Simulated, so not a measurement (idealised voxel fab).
process module | voxel self aligned vias
Cross-sectional view cut (width: 295 nm; square cell size: 5 nm).
Cross-section spec: square-cell grid; bands listed top down; each band is one or more rows.
Per band: top height and bottom height in nm, followed by the left-to-right materials and their widths in nm; "all across" marks a single material spanning edge to edge, "empty" marks empty space.
We count height from 0. Below that, the starting wafer is all one material. The lowest band never ends at the bottom but goes on down; see "0 -> down" for how that is written.
Top row gets the first number, bottom row gets the second, and each row in between changes by the same step: that is how a band width like "30->40" works.
It should be understood that the words "no change", when stated for a given step, signify that the cross-section underwent no change in any of its cells during that step.
This entry, "Internal closed voids", enumerates those empty regions of no fewer than 8 cells that possess no open connection to the top. Each region is reported in the form width x height at distance, the distance being taken from the left edge, with all three quantities expressed in nm.
after a step's settings: what the simulator itself notes on the step
overlay nm: on a step with a mask, how far right of its planned place the mask lay; negative means left.

# The planned process steps are enumerated hereunder
- 1: RECEIVE, material Si
- 2: CONFORMAL_DEP, material SiO2, thk nm 15
- 3: CONFORMAL_DEP, material SiCN, thk nm 5
- 4: DIRECTIONAL_DEP, material lowk, thk nm 20
- 5: PATTERN, tone open, mask id LINES, material resist, width nm 30, pitch nm 55, thk nm 15, overlay nm 0
- 6: DIRECTIONAL_ETCH, etch materials lowk, depth nm 20
- 7: STRIP, etch materials resist
- 8: CONFORMAL_DEP, material TiN, thk nm 5
- 9: FILL_DEP, material W, thk nm 10
- 10: CMP, height nm 40
- 11: SELECTIVE_ETCH, etch materials W Ru TiN, depth nm 5
- 12: FILL_DEP, material SiN, thk nm 5
- 13: CMP, height nm 40
- 14: DIRECTIONAL_DEP, material lowk, thk nm 15
- 15: MASKED_ETCH, tone open, mask id VIAS, width nm 40, pitch nm 110, etch materials lowk, depth nm 15, overlay nm 0
- 16: MASKED_ETCH, tone open, mask id VIAS, width nm 40, pitch nm 110, etch materials SiN, depth nm 5, overlay nm 0
- 17: CONFORMAL_DEP, material TiN, thk nm 5
- 18: FILL_DEP, material W, thk nm 5
- 19: CMP, height nm 55
- 20: CONFORMAL_DEP, material SiCN, thk nm 5

# First of two wafers, processed according to plan

# Wafer at receipt (post step 1), cross-section
0 -> down | Si all across
Internal closed voids: none

# Sectional view: wafer, after step 2
15 -> 0 | SiO2 all across
All layers under 0 are left as they were.

# Sectional view: wafer, after step 3
20 -> 15 | SiCN all across
All layers under 15 are left as they were.

# Sectional view: wafer, after step 4
40 -> 20 | lowk all across
All layers under 20 are left as they were.

# Sectional view: wafer, after step 5
55 -> 40 | resist 75 nm  empty 30 nm  resist 25 nm  empty 30 nm  resist 25 nm  empty 30 nm  resist 80 nm
All layers under 40 are left as they were.

# Sectional view: wafer, after step 6
55 -> 40 | resist 75 nm  empty 30 nm  resist 25 nm  empty 30 nm  resist 25 nm  empty 30 nm  resist 80 nm
40 -> 20 | lowk 75 nm  empty 30 nm  lowk 25 nm  empty 30 nm  lowk 25 nm  empty 30 nm  lowk 80 nm
All layers under 20 are left as they were.

# Sectional view: wafer, after step 7
40 -> 20 | lowk 75 nm  empty 30 nm  lowk 25 nm  empty 30 nm  lowk 25 nm  empty 30 nm  lowk 80 nm
All layers under 20 are left as they were.

# Sectional view: wafer, after step 8
45 -> 40 | TiN 80 nm  empty 20 nm  TiN 35 nm  empty 20 nm  TiN 35 nm  empty 20 nm  TiN 85 nm
40 -> 25 | lowk 75 nm  TiN 5 nm  empty 20 nm  TiN 5 nm  lowk 25 nm  TiN 5 nm  empty 20 nm  TiN 5 nm  lowk 25 nm  TiN 5 nm  empty 20 nm  TiN 5 nm  lowk 80 nm
25 -> 20 | lowk 75 nm  TiN 30 nm  lowk 25 nm  TiN 30 nm  lowk 25 nm  TiN 30 nm  lowk 80 nm
All layers under 20 are left as they were.

# Sectional view: wafer, after step 9
55 -> 45 | W all across
45 -> 40 | TiN 80 nm  W 20 nm  TiN 35 nm  W 20 nm  TiN 35 nm  W 20 nm  TiN 85 nm
40 -> 25 | lowk 75 nm  TiN 5 nm  W 20 nm  TiN 5 nm  lowk 25 nm  TiN 5 nm  W 20 nm  TiN 5 nm  lowk 25 nm  TiN 5 nm  W 20 nm  TiN 5 nm  lowk 80 nm
All layers under 25 are left as they were.

# Sectional view: wafer, after step 10
40 -> 25 | lowk 75 nm  TiN 5 nm  W 20 nm  TiN 5 nm  lowk 25 nm  TiN 5 nm  W 20 nm  TiN 5 nm  lowk 25 nm  TiN 5 nm  W 20 nm  TiN 5 nm  lowk 80 nm
All layers under 25 are left as they were.

# Sectional view: wafer, after step 11
40 -> 35 | lowk 75 nm  empty 30 nm  lowk 25 nm  empty 30 nm  lowk 25 nm  empty 30 nm  lowk 80 nm
All layers under 35 are left as they were.

# Sectional view: wafer, after step 12
45 -> 40 | SiN all across
40 -> 35 | lowk 75 nm  SiN 30 nm  lowk 25 nm  SiN 30 nm  lowk 25 nm  SiN 30 nm  lowk 80 nm
All layers under 35 are left as they were.

# Sectional view: wafer, after step 13
40 -> 35 | lowk 75 nm  SiN 30 nm  lowk 25 nm  SiN 30 nm  lowk 25 nm  SiN 30 nm  lowk 80 nm
All layers under 35 are left as they were.

# Sectional view: wafer, after step 14
55 -> 40 | lowk all across
All layers under 40 are left as they were.

# Sectional view: wafer, after step 15
55 -> 40 | lowk 70 nm  empty 40 nm  lowk 70 nm  empty 40 nm  lowk 75 nm
All layers under 40 are left as they were.

# Sectional view: wafer, after step 16
55 -> 40 | lowk 70 nm  empty 40 nm  lowk 70 nm  empty 40 nm  lowk 75 nm
40 -> 35 | lowk 75 nm  empty 30 nm  lowk 25 nm  SiN 30 nm  lowk 25 nm  empty 30 nm  lowk 80 nm
All layers under 35 are left as they were.

# Sectional view: wafer, after step 17
60 -> 55 | TiN 75 nm  empty 30 nm  TiN 80 nm  empty 30 nm  TiN 80 nm
55 -> 45 | lowk 70 nm  TiN 5 nm  empty 30 nm  TiN 5 nm  lowk 70 nm  TiN 5 nm  empty 30 nm  TiN 5 nm  lowk 75 nm
45 -> 40 | lowk 70 nm  TiN 10 nm  empty 20 nm  TiN 10 nm  lowk 70 nm  TiN 10 nm  empty 20 nm  TiN 10 nm  lowk 75 nm
40 -> 35 | lowk 75 nm  TiN 30 nm  lowk 25 nm  SiN 30 nm  lowk 25 nm  TiN 30 nm  lowk 80 nm
All layers under 35 are left as they were.

# Sectional view: wafer, after step 18
65 -> 60 | W all across
60 -> 55 | TiN 75 nm  W 30 nm  TiN 80 nm  W 30 nm  TiN 80 nm
55 -> 45 | lowk 70 nm  TiN 5 nm  W 30 nm  TiN 5 nm  lowk 70 nm  TiN 5 nm  W 30 nm  TiN 5 nm  lowk 75 nm
45 -> 40 | lowk 70 nm  TiN 10 nm  W 20 nm  TiN 10 nm  lowk 70 nm  TiN 10 nm  W 20 nm  TiN 10 nm  lowk 75 nm
All layers under 40 are left as they were.

# Sectional view: wafer, after step 19
55 -> 45 | lowk 70 nm  TiN 5 nm  W 30 nm  TiN 5 nm  lowk 70 nm  TiN 5 nm  W 30 nm  TiN 5 nm  lowk 75 nm
All layers under 45 are left as they were.

# Sectional view: wafer, after step 20
60 -> 55 | SiCN all across
All layers under 55 are left as they were.

# Second wafer: same start and same plan as the first, one execution error; identical to the first through step 17

# when step 18 should have ended
65 -> 60 | SiCN all across
60 -> 55 | TiN 75 nm  SiCN 30 nm  TiN 80 nm  SiCN 30 nm  TiN 80 nm
55 -> 45 | lowk 70 nm  TiN 5 nm  SiCN 30 nm  TiN 5 nm  lowk 70 nm  TiN 5 nm  SiCN 30 nm  TiN 5 nm  lowk 75 nm
45 -> 40 | lowk 70 nm  TiN 10 nm  SiCN 20 nm  TiN 10 nm  lowk 70 nm  TiN 10 nm  SiCN 20 nm  TiN 10 nm  lowk 75 nm
All layers under 40 are left as they were.

# when step 19 should have ended
55 -> 45 | lowk 70 nm  TiN 5 nm  SiCN 30 nm  TiN 5 nm  lowk 70 nm  TiN 5 nm  SiCN 30 nm  TiN 5 nm  lowk 75 nm
All layers under 45 are left as they were.

# when step 20 should have ended
60 -> 55 | SiCN all across
All layers under 55 are left as they were.
What broke from the plan during processing? off-plan run, step 18, actual operation and settings FILL_DEP, material SiCN, thk nm 5
Materials where the second wafer ends with more or fewer cells than the first: SiCN +32 | W -32
